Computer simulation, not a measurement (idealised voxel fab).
Process module heading - voxel capacitor over wiring
Square cell edge 5 nm, section width 270 nm, ID cut.
Notation: cross-section as square-cell grid; stated in bands, top first, going down; one or more cell rows per band. This entry defines a band. It first specifies the height of the band's top and the height of its bottom in nm, and then specifies the band's materials from left to right, stating each material with its width in nm. The word "edge to edge" identifies a single material that fills the band from edge to edge, while the word "blank" identifies empty space. Ref level 0: as-received wafer is one material below here. Bottom band extends down with no lower bound ("top 0, no bottom"). Quick explanation for "30..40": the width changes in equal steps down the rows of cells, from the first number in the band's top row to the second number in its bottom row. "nothing altered" means the step left every cell of the cross-section as it was. If an empty space has no open way to the top and is at least 8 cells in size, "Trapped void list" lists it, written width x height at distance, where distance is measured from the left edge and every value is in nm. after a step's settings: what the simulator itself notes on the step. If you see "overlay nm" on a step's line and that step has a mask, it's telling you how far right of where it was planned the mask ended up; a negative number means it went left instead.

# Below is the list of planned process steps
- 1: op RECEIVE | material Si
- 2: op CONFORMAL_DEP | material SiO2 | thk nm 10
- 3: op DIRECTIONAL_DEP | material TiN | thk nm 5
- 4: op DIRECTIONAL_DEP | material W | thk nm 15
- 5: op MASKED_ETCH | tone cover | mask id METAL_1 | width nm 25 | pitch nm 95 | etch materials W | depth nm 15 | overlay nm 0
- 6: op MASKED_ETCH | tone cover | mask id METAL_1 | width nm 25 | pitch nm 95 | etch materials TiN | depth nm 5 | overlay nm 0
- 7: op CONFORMAL_DEP | material SiCN | thk nm 5
- 8: op FILL_DEP | material lowk | thk nm 10
- 9: op CMP | height nm 30
- 10: op CONFORMAL_DEP | material SiCN | thk nm 5
- 11: op DIRECTIONAL_DEP | material SiO2 | thk nm 10
- 12: op DIRECTIONAL_DEP | material aC | thk nm 15
- 13: op PATTERN | tone open | mask id PLUG_1 | material resist | width nm 15 | thk nm 30 | overlay nm 0
- 14: op DIRECTIONAL_ETCH | etch materials aC | depth nm 15
- 15: op STRIP | etch materials resist
- 16: op DIRECTIONAL_ETCH | etch materials SiO2 | depth nm 10
- 17: op DIRECTIONAL_ETCH | etch materials SiCN | depth nm 5
- 18: op STRIP | etch materials aC
- 19: op EPI | material Ru | thk nm 10
- 20: op EPI | material Ru | thk nm 5
- 21: op DIRECTIONAL_DEP | material TiN | thk nm 10
- 22: op DIRECTIONAL_DEP | material HfO2 | thk nm 5
- 23: op DIRECTIONAL_DEP | material TiN | thk nm 5
- 24: op MASKED_ETCH | tone cover | mask id UPPER_PLATE | width nm 75 | etch materials TiN | depth nm 5 | overlay nm 0
- 25: op MASKED_ETCH | tone cover | mask id UPPER_PLATE | width nm 75 | etch materials HfO2 | depth nm 5 | overlay nm 0
- 26: op DIRECTIONAL_DEP | material aC | thk nm 10
- 27: op PATTERN | tone cover | mask id LOWER_PLATE | material resist | width nm 85 | thk nm 25 | overlay nm 0
- 28: op DIRECTIONAL_ETCH | etch materials aC | depth nm 10
- 29: op STRIP | etch materials resist
- 30: op DIRECTIONAL_ETCH | etch materials TiN | depth nm 10
- 31: op STRIP | etch materials aC
- 32: op FILL_DEP | material SiO2 | thk nm 20
- 33: op CMP | height nm 80
- 34: op PATTERN | tone open | mask id PLUG_2 | material resist | width nm 15 | thk nm 20 | overlay nm 0
- 35: op DIRECTIONAL_ETCH | etch materials SiO2 | depth nm 15
- 36: op STRIP | etch materials resist
- 37: op CONFORMAL_DEP | material TiN | thk nm 5
- 38: op FILL_DEP | material W | thk nm 10
- 39: op CMP | height nm 80
- 40: op CONFORMAL_DEP | material SiN | thk nm 5

# Cross-sectional view of the wafer in its as-received condition, corresponding to the state after step 1
top 0, no bottom | Si edge to edge
Trapped void list: none

# The cross-section shown corresponds to the wafer at the conclusion of the module. The initial structure and the process plan are those presented above; however, one mistake occurred in executing the plan
top 85, bottom 80 | SiN edge to edge
top 80, bottom 70 | SiO2=95  TiN=5  W=5  TiN=5  SiO2=160
top 70, bottom 60 | SiO2=95..85  TiN=15..70  SiO2=160..115
top 60, bottom 55 | SiO2=85  HfO2=75  SiO2=110
top 55, bottom 45 | SiO2=70  TiN=90  SiO2=110
top 45, bottom 35 | SiO2=85  Ru=15  SiO2=170
top 35, bottom 30 | SiCN=85  Ru=15  SiCN=170
top 30, bottom 15 | lowk=70  SiCN=5  W=25  SiCN=5  lowk=60  SiCN=5  W=25  SiCN=5  lowk=70
top 15, bottom 10 | SiCN=75  TiN=25  SiCN=70  TiN=25  SiCN=75
top 10, bottom 0 | SiO2 edge to edge
top 0, no bottom | Si edge to edge
Trapped void list: none
Diagnosis: step 27 did not happen as planned, as run it was op PATTERN | tone cover | mask id LOWER_PLATE | material resist | width nm 85 | thk nm 25 | overlay nm -10
